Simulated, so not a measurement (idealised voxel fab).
The process module presented herein is designated voxel trench capacitor.
Shown is cross-section cut, with a width of 290 nm and square cells of size 5 nm.
A cross-section is written here as square cells arranged in a grid, and it is given in bands from the top down, each band taking up one or more rows of cells. First you get the band's top height and its bottom height, in nm, and then the materials it's made of, left to right, with each width in nm. If you see a single material with "everywhere", that one covers the band edge to edge. "blank" is empty space. The level at which height equals 0 is the one under which the wafer, as it arrives, is entirely one material. No lower edge exists for the bottom band, which continues downward and is notated as in "0..down". A width given as "30 to 40" starts at the first number in the band's top row and ends at the second number in its bottom row, shifting by an equal amount at every step from row to row. Basically "changes: none" means that step didn't change any cell in the cross-section. Basically, "Enclosed empty spaces" tells you about the enclosed voids: empty spaces with no open way to the top, 8 cells or bigger, each written width x height at distance, where distance is from the left edge, all in nm. Note: text after step settings on the step line = simulator remark on that step. The optional step-line setting "overlay nm" applies to steps with a mask and quantifies how far to the right of its planned location the mask lay, a negative value indicating leftward placement.
### Planned step list for the process
1) RECEIVE,material Si
2) CONFORMAL_DEP,material SiN,thk nm 5
3) DIRECTIONAL_DEP,material aC,thk nm 10
4) PATTERN,tone open,mask id TRENCH,material resist,width nm 25,pitch nm 50,thk nm 25,overlay nm 0
5) DIRECTIONAL_ETCH,etch materials aC,depth nm 10
6) STRIP,etch materials resist
7) DIRECTIONAL_ETCH,etch materials SiN,depth nm 5
8) DIRECTIONAL_ETCH,etch materials Si,depth nm 30
9) STRIP,etch materials aC
10) CONFORMAL_DEP,material SiO2,thk nm 5
11) FILL_DEP,material polySi,thk nm 10
12) CMP,height nm 5
### Of two wafers, the first: run according to plan
### The cross-section here shows the wafer as received, i.e. in its state after step 1
* 0..down  Si everywhere
* Enclosed empty spaces: none
### Step 2 done - wafer cross-section
* 5..0  SiN everywhere
* Lower than 0, everything is as it was.
### Step 3 done - wafer cross-section
* 15..5  aC everywhere
* Lower than 5, everything is as it was.
### Step 4 done - wafer cross-section
* 40..15  resist 55, then blank 25, then resist 25, then blank 25, then resist 25, then blank 25, then resist 25, then blank 25, then resist 60
* Lower than 15, everything is as it was.
### Step 5 done - wafer cross-section
* 30..15  resist 55, then blank 25, then resist 25, then blank 25, then resist 25, then blank 25, then resist 25, then blank 25, then resist 60
* 15..5  aC 55, then blank 25, then aC 25, then blank 25, then aC 25, then blank 25, then aC 25, then blank 25, then aC 60
* Lower than 5, everything is as it was.
### Step 6 done - wafer cross-section
* 15..5  aC 55, then blank 25, then aC 25, then blank 25, then aC 25, then blank 25, then aC 25, then blank 25, then aC 60
* Lower than 5, everything is as it was.
### Step 7 done - wafer cross-section
* 15..5  aC 55, then blank 25, then aC 25, then blank 25, then aC 25, then blank 25, then aC 25, then blank 25, then aC 60
* 5..0  SiN 55, then blank 25, then SiN 25, then blank 25, then SiN 25, then blank 25, then SiN 25, then blank 25, then SiN 60
* Lower than 0, everything is as it was.
### Step 8 done - wafer cross-section
* 15..5  aC 55, then blank 25, then aC 25, then blank 25, then aC 25, then blank 25, then aC 25, then blank 25, then aC 60
* 5..0  SiN 55, then blank 25, then SiN 25, then blank 25, then SiN 25, then blank 25, then SiN 25, then blank 25, then SiN 60
* 0..-30  Si 55, then blank 25, then Si 25, then blank 25, then Si 25, then blank 25, then Si 25, then blank 25, then Si 60
* Lower than -30, everything is as it was.
### Step 9 done - wafer cross-section
* 5..0  SiN 55, then blank 25, then SiN 25, then blank 25, then SiN 25, then blank 25, then SiN 25, then blank 25, then SiN 60
* Lower than 0, everything is as it was.
### Step 10 done - wafer cross-section
* 10..5  SiO2 60, then blank 15, then SiO2 35, then blank 15, then SiO2 35, then blank 15, then SiO2 35, then blank 15, then SiO2 65
* 5..0  SiN 55, then SiO2 5, then blank 15, then SiO2 5, then SiN 25, then SiO2 5, then blank 15, then SiO2 5, then SiN 25, then SiO2 5, then blank 15, then SiO2 5, then SiN 25, then SiO2 5, then blank 15, then SiO2 5, then SiN 60
* 0..-25  Si 55, then SiO2 5, then blank 15, then SiO2 5, then Si 25, then SiO2 5, then blank 15, then SiO2 5, then Si 25, then SiO2 5, then blank 15, then SiO2 5, then Si 25, then SiO2 5, then blank 15, then SiO2 5, then Si 60
* -25..-30  Si 55, then SiO2 25, then Si 25, then SiO2 25, then Si 25, then SiO2 25, then Si 25, then SiO2 25, then Si 60
* Lower than -30, everything is as it was.
### Step 11 done - wafer cross-section
* 20..10  polySi everywhere
* 10..5  SiO2 60, then polySi 15, then SiO2 35, then polySi 15, then SiO2 35, then polySi 15, then SiO2 35, then polySi 15, then SiO2 65
* 5..0  SiN 55, then SiO2 5, then polySi 15, then SiO2 5, then SiN 25, then SiO2 5, then polySi 15, then SiO2 5, then SiN 25, then SiO2 5, then polySi 15, then SiO2 5, then SiN 25, then SiO2 5, then polySi 15, then SiO2 5, then SiN 60
* 0..-25  Si 55, then SiO2 5, then polySi 15, then SiO2 5, then Si 25, then SiO2 5, then polySi 15, then SiO2 5, then Si 25, then SiO2 5, then polySi 15, then SiO2 5, then Si 25, then SiO2 5, then polySi 15, then SiO2 5, then Si 60
* Lower than -25, everything is as it was.
### Step 12 done - wafer cross-section
* 5..0  SiN 55, then SiO2 5, then polySi 15, then SiO2 5, then SiN 25, then SiO2 5, then polySi 15, then SiO2 5, then SiN 25, then SiO2 5, then polySi 15, then SiO2 5, then SiN 25, then SiO2 5, then polySi 15, then SiO2 5, then SiN 60
* Lower than 0, everything is as it was.
### For the second wafer, take the first wafer's start and plan, then add one mistake made in running it; everything through step 11, that step included, is shared with the first
Second wafer profile in section, at the moment step 12 of the plan was meant to be complete: changes: none
Finding, execution versus plan: not run: step 12 of the plan (skipped)
Final wafer comparison in cells, second versus first, more or fewer per material: 46 more of SiO2; 128 more of polySi
